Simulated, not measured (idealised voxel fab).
process module | voxel self aligned vias
cross-section cut | 235 nm wide | cells 5 nm
A cross-section is a grid of square cells, given in bands from the top down. A band is one or more rows of cells.
Each band's line starts with the height of the band's top and of its bottom, in nm. Then come its materials from left to right, each with its width in nm. One material with "throughout" fills the band from edge to edge. "air" is empty space.
Height 0 is the level under which the wafer as received is all one material. The lowest band goes on downwards, as in "0 down".
A width such as "30 to 40" changes by the same amount from each row of cells to the next, from the band's top row to its bottom row.
"no change" after a step means that no cell of the cross-section changed.
closed voids: empty space of 8 cells or more with no open way to the top, each as width x height at its distance from the left edge, in nm
after a step's settings: what the simulator itself notes on the step
overlay nm, on a step with a mask: how far to the right of its planned place the mask lay; to the left if negative
plan
1 op RECEIVE | material Si
2 op CONFORMAL_DEP | material SiO2 | thk nm 15
3 op CONFORMAL_DEP | material SiCN | thk nm 5
4 op DIRECTIONAL_DEP | material lowk | thk nm 30
5 op DIRECTIONAL_DEP | material aC | thk nm 15
6 op PATTERN | tone open | mask id LINES | material resist | width nm 20 | pitch nm 60 | thk nm 35 | overlay nm 0
7 op DIRECTIONAL_ETCH | etch materials aC | depth nm 15
8 op STRIP | etch materials resist
9 op DIRECTIONAL_ETCH | etch materials lowk | depth nm 30
10 op STRIP | etch materials aC
11 op CONFORMAL_DEP | material TiN | thk nm 5
12 op FILL_DEP | material Ru | thk nm 5
13 op CMP | height nm 50
14 op SELECTIVE_ETCH | etch materials W Ru TiN | depth nm 5
15 op FILL_DEP | material SiN | thk nm 5
16 op CMP | height nm 50
17 op DIRECTIONAL_DEP | material lowk | thk nm 20
18 op PATTERN | tone open | mask id VIAS | material resist | width nm 30 | pitch nm 60 | thk nm 15 | overlay nm 0
19 op DIRECTIONAL_ETCH | etch materials lowk | depth nm 20
20 op DIRECTIONAL_ETCH | etch materials SiN | depth nm 5
21 op STRIP | etch materials resist
22 op CONFORMAL_DEP | material TiN | thk nm 5
23 op FILL_DEP | material Cu | thk nm 10
24 op CMP | height nm 70
25 op CONFORMAL_DEP | material SiCN | thk nm 5
first wafer, as planned
as received, after step 1
  0 down: Si throughout
  closed voids: none
after step 2
  15 to 0: SiO2 throughout
  below 0: unchanged
after step 3
  20 to 15: SiCN throughout
  below 15: unchanged
after step 4
  50 to 20: lowk throughout
  below 20: unchanged
after step 5
  65 to 50: aC throughout
  below 50: unchanged
after step 6
  100 to 65: resist 75 | air 20 | resist 40 | air 20 | resist 80
  below 65: unchanged
after step 7
  85 to 65: resist 75 | air 20 | resist 40 | air 20 | resist 80
  65 to 50: aC 75 | air 20 | aC 40 | air 20 | aC 80
  below 50: unchanged
after step 8
  65 to 50: aC 75 | air 20 | aC 40 | air 20 | aC 80
  below 50: unchanged
after step 9
  65 to 50: aC 75 | air 20 | aC 40 | air 20 | aC 80
  50 to 20: lowk 75 | air 20 | lowk 40 | air 20 | lowk 80
  below 20: unchanged
after step 10
  50 to 20: lowk 75 | air 20 | lowk 40 | air 20 | lowk 80
  below 20: unchanged
after step 11
  55 to 50: TiN 80 | air 10 | TiN 50 | air 10 | TiN 85
  50 to 25: lowk 75 | TiN 5 | air 10 | TiN 5 | lowk 40 | TiN 5 | air 10 | TiN 5 | lowk 80
  25 to 20: lowk 75 | TiN 20 | lowk 40 | TiN 20 | lowk 80
  below 20: unchanged
after step 12
  60 to 55: Ru throughout
  55 to 50: TiN 80 | Ru 10 | TiN 50 | Ru 10 | TiN 85
  50 to 25: lowk 75 | TiN 5 | Ru 10 | TiN 5 | lowk 40 | TiN 5 | Ru 10 | TiN 5 | lowk 80
  below 25: unchanged
after step 13
  50 to 25: lowk 75 | TiN 5 | Ru 10 | TiN 5 | lowk 40 | TiN 5 | Ru 10 | TiN 5 | lowk 80
  below 25: unchanged
after step 14
  50 to 45: lowk 75 | air 20 | lowk 40 | air 20 | lowk 80
  below 45: unchanged
after step 15
  55 to 50: SiN throughout
  50 to 45: lowk 75 | SiN 20 | lowk 40 | SiN 20 | lowk 80
  below 45: unchanged
after step 16
  50 to 45: lowk 75 | SiN 20 | lowk 40 | SiN 20 | lowk 80
  below 45: unchanged
after step 17
  70 to 50: lowk throughout
  below 50: unchanged
after step 18
  85 to 70: resist 70 | air 30 | resist 30 | air 30 | resist 75
  below 70: unchanged
after step 19
  85 to 70: resist 70 | air 30 | resist 30 | air 30 | resist 75
  70 to 50: lowk 70 | air 30 | lowk 30 | air 30 | lowk 75
  below 50: unchanged
after step 20
  85 to 70: resist 70 | air 30 | resist 30 | air 30 | resist 75
  70 to 50: lowk 70 | air 30 | lowk 30 | air 30 | lowk 75
  50 to 45: lowk 75 | air 20 | lowk 40 | air 20 | lowk 80
  below 45: unchanged
after step 21
  70 to 50: lowk 70 | air 30 | lowk 30 | air 30 | lowk 75
  below 50: unchanged
after step 22
  75 to 70: TiN 75 | air 20 | TiN 40 | air 20 | TiN 80
  70 to 55: lowk 70 | TiN 5 | air 20 | TiN 5 | lowk 30 | TiN 5 | air 20 | TiN 5 | lowk 75
  55 to 50: lowk 70 | TiN 10 | air 10 | TiN 10 | lowk 30 | TiN 10 | air 10 | TiN 10 | lowk 75
  50 to 45: lowk 75 | TiN 20 | lowk 40 | TiN 20 | lowk 80
  below 45: unchanged
after step 23
  85 to 75: Cu throughout
  75 to 70: TiN 75 | Cu 20 | TiN 40 | Cu 20 | TiN 80
  70 to 55: lowk 70 | TiN 5 | Cu 20 | TiN 5 | lowk 30 | TiN 5 | Cu 20 | TiN 5 | lowk 75
  55 to 50: lowk 70 | TiN 10 | Cu 10 | TiN 10 | lowk 30 | TiN 10 | Cu 10 | TiN 10 | lowk 75
  below 50: unchanged
after step 24
  70 to 55: lowk 70 | TiN 5 | Cu 20 | TiN 5 | lowk 30 | TiN 5 | Cu 20 | TiN 5 | lowk 75
  below 55: unchanged
after step 25
  75 to 70: SiCN throughout
  below 70: unchanged
second wafer: like start, like plan, one mistake. Through step 1 it matches the first wafer
when step 2 should have ended
  30 to 0: SiO2 throughout
  below 0: unchanged
when step 3 should have ended
  35 to 30: SiCN throughout
  below 30: unchanged
when step 4 should have ended
  65 to 35: lowk throughout
  below 35: unchanged
when step 5 should have ended
  80 to 65: aC throughout
  below 65: unchanged
when step 6 should have ended
  115 to 80: resist 75 | air 20 | resist 40 | air 20 | resist 80
  below 80: unchanged
when step 7 should have ended
  100 to 80: resist 75 | air 20 | resist 40 | air 20 | resist 80
  80 to 65: aC 75 | air 20 | aC 40 | air 20 | aC 80
  below 65: unchanged
when step 8 should have ended
  80 to 65: aC 75 | air 20 | aC 40 | air 20 | aC 80
  below 65: unchanged
when step 9 should have ended
  80 to 65: aC 75 | air 20 | aC 40 | air 20 | aC 80
  65 to 35: lowk 75 | air 20 | lowk 40 | air 20 | lowk 80
  below 35: unchanged
when step 10 should have ended
  65 to 35: lowk 75 | air 20 | lowk 40 | air 20 | lowk 80
  below 35: unchanged
when step 11 should have ended
  70 to 65: TiN 80 | air 10 | TiN 50 | air 10 | TiN 85
  65 to 40: lowk 75 | TiN 5 | air 10 | TiN 5 | lowk 40 | TiN 5 | air 10 | TiN 5 | lowk 80
  40 to 35: lowk 75 | TiN 20 | lowk 40 | TiN 20 | lowk 80
  below 35: unchanged
when step 12 should have ended
  75 to 70: Ru throughout
  70 to 65: TiN 80 | Ru 10 | TiN 50 | Ru 10 | TiN 85
  65 to 40: lowk 75 | TiN 5 | Ru 10 | TiN 5 | lowk 40 | TiN 5 | Ru 10 | TiN 5 | lowk 80
  below 40: unchanged
when step 13 should have ended
  50 to 40: lowk 75 | TiN 5 | Ru 10 | TiN 5 | lowk 40 | TiN 5 | Ru 10 | TiN 5 | lowk 80
  below 40: unchanged
when step 14 should have ended
  50 to 45: lowk 75 | air 20 | lowk 40 | air 20 | lowk 80
  below 45: unchanged
when step 15 should have ended
  55 to 50: SiN throughout
  50 to 45: lowk 75 | SiN 20 | lowk 40 | SiN 20 | lowk 80
  below 45: unchanged
when step 16 should have ended
  50 to 45: lowk 75 | SiN 20 | lowk 40 | SiN 20 | lowk 80
  below 45: unchanged
when step 17 should have ended
  70 to 50: lowk throughout
  below 50: unchanged
when step 18 should have ended
  85 to 70: resist 70 | air 30 | resist 30 | air 30 | resist 75
  below 70: unchanged
when step 19 should have ended
  85 to 70: resist 70 | air 30 | resist 30 | air 30 | resist 75
  70 to 50: lowk 70 | air 30 | lowk 30 | air 30 | lowk 75
  below 50: unchanged
when step 20 should have ended
  85 to 70: resist 70 | air 30 | resist 30 | air 30 | resist 75
  70 to 50: lowk 70 | air 30 | lowk 30 | air 30 | lowk 75
  50 to 45: lowk 75 | air 20 | lowk 40 | air 20 | lowk 80
  below 45: unchanged
when step 21 should have ended
  70 to 50: lowk 70 | air 30 | lowk 30 | air 30 | lowk 75
  below 50: unchanged
when step 22 should have ended
  75 to 70: TiN 75 | air 20 | TiN 40 | air 20 | TiN 80
  70 to 55: lowk 70 | TiN 5 | air 20 | TiN 5 | lowk 30 | TiN 5 | air 20 | TiN 5 | lowk 75
  55 to 50: lowk 70 | TiN 10 | air 10 | TiN 10 | lowk 30 | TiN 10 | air 10 | TiN 10 | lowk 75
  50 to 45: lowk 75 | TiN 20 | lowk 40 | TiN 20 | lowk 80
  below 45: unchanged
when step 23 should have ended
  85 to 75: Cu throughout
  75 to 70: TiN 75 | Cu 20 | TiN 40 | Cu 20 | TiN 80
  70 to 55: lowk 70 | TiN 5 | Cu 20 | TiN 5 | lowk 30 | TiN 5 | Cu 20 | TiN 5 | lowk 75
  55 to 50: lowk 70 | TiN 10 | Cu 10 | TiN 10 | lowk 30 | TiN 10 | Cu 10 | TiN 10 | lowk 75
  below 50: unchanged
when step 24 should have ended
  70 to 55: lowk 70 | TiN 5 | Cu 20 | TiN 5 | lowk 30 | TiN 5 | Cu 20 | TiN 5 | lowk 75
  below 55: unchanged
when step 25 should have ended
  75 to 70: SiCN throughout
  below 70: unchanged
what went wrong: step 2 was run twice
at the end the second wafer has, in cells: 12 fewer of Ru | 141 more of SiO2 | 12 fewer of TiN | 117 fewer of lowk
